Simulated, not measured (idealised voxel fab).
process module | voxel wiring stack
cross-section cut | 225 nm wide | cells 5 nm
A cross-section is a grid of square cells, given in bands from the top down. A band is one or more rows of cells.
Each band's line starts with the height of the band's top and of its bottom, in nm. Then come its materials from left to right, each with its width in nm. One material with "throughout" fills the band from edge to edge. "air" is empty space.
Height 0 is the level under which the wafer as received is all one material. The lowest band goes on downwards, as in "0 down".
A width such as "30 to 40" changes by the same amount from each row of cells to the next, from the band's top row to its bottom row.
"no change" after a step means that no cell of the cross-section changed.
closed voids: empty space of 8 cells or more with no open way to the top, each as width x height at its distance from the left edge, in nm
after a step's settings: what the simulator itself notes on the step
overlay nm, on a step with a mask: how far to the right of its planned place the mask lay; to the left if negative
plan
1 op RECEIVE | material Si
2 op CONFORMAL_DEP | material SiO2 | thk nm 15
3 op DIRECTIONAL_DEP | material TiN | thk nm 5
4 op DIRECTIONAL_DEP | material Ru | thk nm 25
5 op PATTERN | tone cover | mask id METAL_1 | material resist | width nm 25 | pitch nm 40 | thk nm 20 | overlay nm 0
6 op DIRECTIONAL_ETCH | etch materials Ru | depth nm 25
7 op DIRECTIONAL_ETCH | etch materials TiN | depth nm 5
8 op STRIP | etch materials resist
9 op FILL_DEP | material SiO2 | thk nm 5
10 op CMP | height nm 45
11 op CONFORMAL_DEP | material SiCN | thk nm 5
12 op DIRECTIONAL_DEP | material SiO2 | thk nm 30
13 op PATTERN | tone open | mask id METAL_2_HOLES | material resist | width nm 15 | pitch nm 40 | thk nm 15 | overlay nm 0
14 op DIRECTIONAL_ETCH | etch materials SiO2 | depth nm 30
15 op STRIP | etch materials resist
16 op DIRECTIONAL_DEP | material aC | thk nm 15
17 op PATTERN | tone open | mask id METAL_2 | material resist | width nm 25 | pitch nm 40 | thk nm 35 | overlay nm 0
18 op DIRECTIONAL_ETCH | etch materials aC | depth nm 15
19 op STRIP | etch materials resist
20 op DIRECTIONAL_ETCH | etch materials SiO2 | depth nm 20
21 op DIRECTIONAL_ETCH | etch materials SiCN | depth nm 5
22 op STRIP | etch materials aC
23 op CONFORMAL_DEP | material TiN | thk nm 5
24 op FILL_DEP | material Ru | thk nm 10
25 op CMP | height nm 80
26 op CONFORMAL_DEP | material SiCN | thk nm 5
27 op DIRECTIONAL_DEP | material SiO2 | thk nm 35
28 op MASKED_ETCH | tone open | mask id METAL_3_HOLES | width nm 15 | etch materials SiO2 | depth nm 35 | overlay nm 0
29 op DIRECTIONAL_DEP | material aC | thk nm 10
30 op PATTERN | tone open | mask id METAL_3 | material resist | width nm 25 | pitch nm 40 | thk nm 25 | overlay nm 0
31 op DIRECTIONAL_ETCH | etch materials aC | depth nm 10
32 op STRIP | etch materials resist
33 op DIRECTIONAL_ETCH | etch materials SiO2 | depth nm 20
34 op DIRECTIONAL_ETCH | etch materials SiCN | depth nm 5
35 op STRIP | etch materials aC
36 op CONFORMAL_DEP | material TiN | thk nm 5
37 op FILL_DEP | material Cu | thk nm 10
38 op CMP | height nm 120
39 op CONFORMAL_DEP | material SiCN | thk nm 5
40 op DIRECTIONAL_DEP | material SiO2 | thk nm 25
41 op PATTERN | tone open | mask id METAL_4_HOLES | material resist | width nm 15 | thk nm 15 | overlay nm 0
42 op DIRECTIONAL_ETCH | etch materials SiO2 | depth nm 25
43 op STRIP | etch materials resist
44 op MASKED_ETCH | tone open | mask id METAL_4 | width nm 25 | pitch nm 40 | etch materials SiO2 | depth nm 15 | overlay nm 0
45 op MASKED_ETCH | tone open | mask id METAL_4 | width nm 25 | pitch nm 40 | etch materials SiCN | depth nm 5 | overlay nm 0
46 op CONFORMAL_DEP | material TiN | thk nm 5
47 op FILL_DEP | material Ru | thk nm 10
48 op CMP | height nm 150
49 op CONFORMAL_DEP | material SiN | thk nm 5
varied across the wafers: width nm of step 28. The plan shows the first wafer's value. All wafers start alike
first wafer as received, after step 1
  0 down: Si throughout
  closed voids: none
each wafer at the end: cells of each material gained (+) or lost (-) since it was received, then its closed voids
width nm 15 | +22 Cu | +89 Ru | +123 SiCN | +45 SiN | +1018 SiO2 | +98 TiN | closed voids: none
width nm 20 | +26 Cu | +89 Ru | +122 SiCN | +45 SiN | +1015 SiO2 | +98 TiN | closed voids: none
width nm 25 | +32 Cu | +89 Ru | +122 SiCN | +45 SiN | +1008 SiO2 | +99 TiN | closed voids: none
width nm 30 | +36 Cu | +89 Ru | +121 SiCN | +45 SiN | +1005 SiO2 | +99 TiN | closed voids: none
